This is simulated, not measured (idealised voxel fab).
Process module name: voxel self aligned contacts
The width of the displayed cross-section, cut, is 300 nm; its cells are square, with a size of 5 nm.
Cross-section spec: square-cell grid; bands listed top down; each band is one or more rows.
Band entry format. Leading values: height of top, height of bottom, nm. Remainder: materials in left-to-right order, each with its width in nm. Special words: "all across" on a single material, which then fills the band edge to edge; "air", empty space.
Heights are reckoned from 0. Under this level, the received wafer is all of one material. The bottommost band is open-ended downward, for example "0 and below".
Read "30 to 40" as a graded width: first number on top, second number at the bottom, same change between each pair of neighbouring rows.
Step marked "stayed the same"? Then no cell in the cross-section changed in it.
Under "Enclosed internal cavities" you'll find the enclosed gaps, the ones with no way out to the top, that are 8 cells or bigger; each reads width x height at distance, with distance counted from the left edge, everything in nm.
after a step's settings: what the simulator itself notes on the step
Among the settings permitted on a step's line is "overlay nm"; applied to a step with a mask, it specifies the extent to which the mask lay to the right of its planned position, whereas a negative figure signifies a position to the left.

### plan
step 1: RECEIVE (material Si)
step 2: OXIDIZE (depth nm 5)
step 3: DIRECTIONAL_DEP (material polySi; thk nm 25)
step 4: DIRECTIONAL_DEP (material SiN; thk nm 25)
step 5: DIRECTIONAL_DEP (material aC; thk nm 10)
step 6: PATTERN (tone cover; mask id GATE; material resist; width nm 35; pitch nm 80; thk nm 25; overlay nm 0)
step 7: DIRECTIONAL_ETCH (etch materials aC; depth nm 10)
step 8: STRIP (etch materials resist)
step 9: DIRECTIONAL_ETCH (etch materials SiN; depth nm 25)
step 10: DIRECTIONAL_ETCH (etch materials polySi; depth nm 25)
step 11: STRIP (etch materials aC)
step 12: CONFORMAL_DEP (material SiN; thk nm 10)
step 13: DIRECTIONAL_ETCH (etch materials SiN; depth nm 10)
step 14: FILL_DEP (material SiO2; thk nm 15)
step 15: CMP (height nm 60)
step 16: DIRECTIONAL_DEP (material aC; thk nm 10)
step 17: PATTERN (tone open; mask id CONTACT; material resist; width nm 55; pitch nm 80; thk nm 25; overlay nm 0)
step 18: DIRECTIONAL_ETCH (etch materials aC; depth nm 10)
step 19: STRIP (etch materials resist)
step 20: DIRECTIONAL_ETCH (etch materials SiO2; depth nm 65)
step 21: STRIP (etch materials aC)
step 22: CONFORMAL_DEP (material TiN; thk nm 5)
step 23: FILL_DEP (material Ru; thk nm 10)
step 24: CMP (height nm 60)
step 25: CONFORMAL_DEP (material SiN; thk nm 5)
All wafers enter the flow in the same state. The width nm at step 17 differs from wafer to wafer, and the plan gives the value for the first wafer.

### Cross-section, first of several wafers, as delivered after step 1
  0 and below | Si all across
  Enclosed internal cavities: none

### Module end state after final step 25: cross-section of the first of several wafers
  65 down to 60 | SiN all across
  60 down to 50 | SiO2 80 nm | TiN 5 to 20 nm | Ru 45 to 15 nm | TiN 5 to 20 nm | SiO2 25 nm | TiN 5 to 20 nm | Ru 45 to 15 nm | TiN 5 to 20 nm | SiO2 85 nm
  50 down to 25 | SiO2 40 nm | SiN 55 nm | TiN 5 nm | Ru 15 nm | TiN 5 nm | SiN 55 nm | TiN 5 nm | Ru 15 nm | TiN 5 nm | SiN 55 nm | SiO2 45 nm
  25 down to 0 | SiO2 40 nm | SiN 10 nm | polySi 35 nm | SiN 10 nm | TiN 5 nm | Ru 15 nm | TiN 5 nm | SiN 10 nm | polySi 35 nm | SiN 10 nm | TiN 5 nm | Ru 15 nm | TiN 5 nm | SiN 10 nm | polySi 35 nm | SiN 10 nm | SiO2 45 nm
  0 down to -5 | SiO2 95 nm | TiN 25 nm | SiO2 55 nm | TiN 25 nm | SiO2 100 nm
  -5 and below | Si all across
  Enclosed internal cavities: none

### End of module: cross-section, last of several wafers
  65 down to 60 | SiN all across
  60 down to 50 | SiO2 75 nm | TiN 5 to 25 nm | Ru 55 to 15 nm | TiN 5 to 25 nm | SiO2 15 nm | TiN 5 to 25 nm | Ru 55 to 15 nm | TiN 5 to 25 nm | SiO2 80 nm
  50 down to 25 | SiO2 40 nm | SiN 55 nm | TiN 5 nm | Ru 15 nm | TiN 5 nm | SiN 55 nm | TiN 5 nm | Ru 15 nm | TiN 5 nm | SiN 55 nm | SiO2 45 nm
  25 down to 0 | SiO2 40 nm | SiN 10 nm | polySi 35 nm | SiN 10 nm | TiN 5 nm | Ru 15 nm | TiN 5 nm | SiN 10 nm | polySi 35 nm | SiN 10 nm | TiN 5 nm | Ru 15 nm | TiN 5 nm | SiN 10 nm | polySi 35 nm | SiN 10 nm | SiO2 45 nm
  0 down to -5 | SiO2 95 nm | TiN 25 nm | SiO2 55 nm | TiN 25 nm | SiO2 100 nm
  -5 and below | Si all across
  Enclosed internal cavities: none

### What follows is a table in which each wafer occupies a row; for the wafer as it stands at the close of the module, the row states, material by material, how many cells have been gained (+) or lost (-) since receipt, and then gives its closed voids
width nm 55; +84 Ru; -60 Si; +285 SiN; +296 SiO2; +70 TiN; +105 polySi; Enclosed internal cavities: none
width nm 60; +86 Ru; -60 Si; +285 SiN; +292 SiO2; +72 TiN; +105 polySi; Enclosed internal cavities: none
width nm 65; +88 Ru; -60 Si; +285 SiN; +288 SiO2; +74 TiN; +105 polySi; Enclosed internal cavities: none
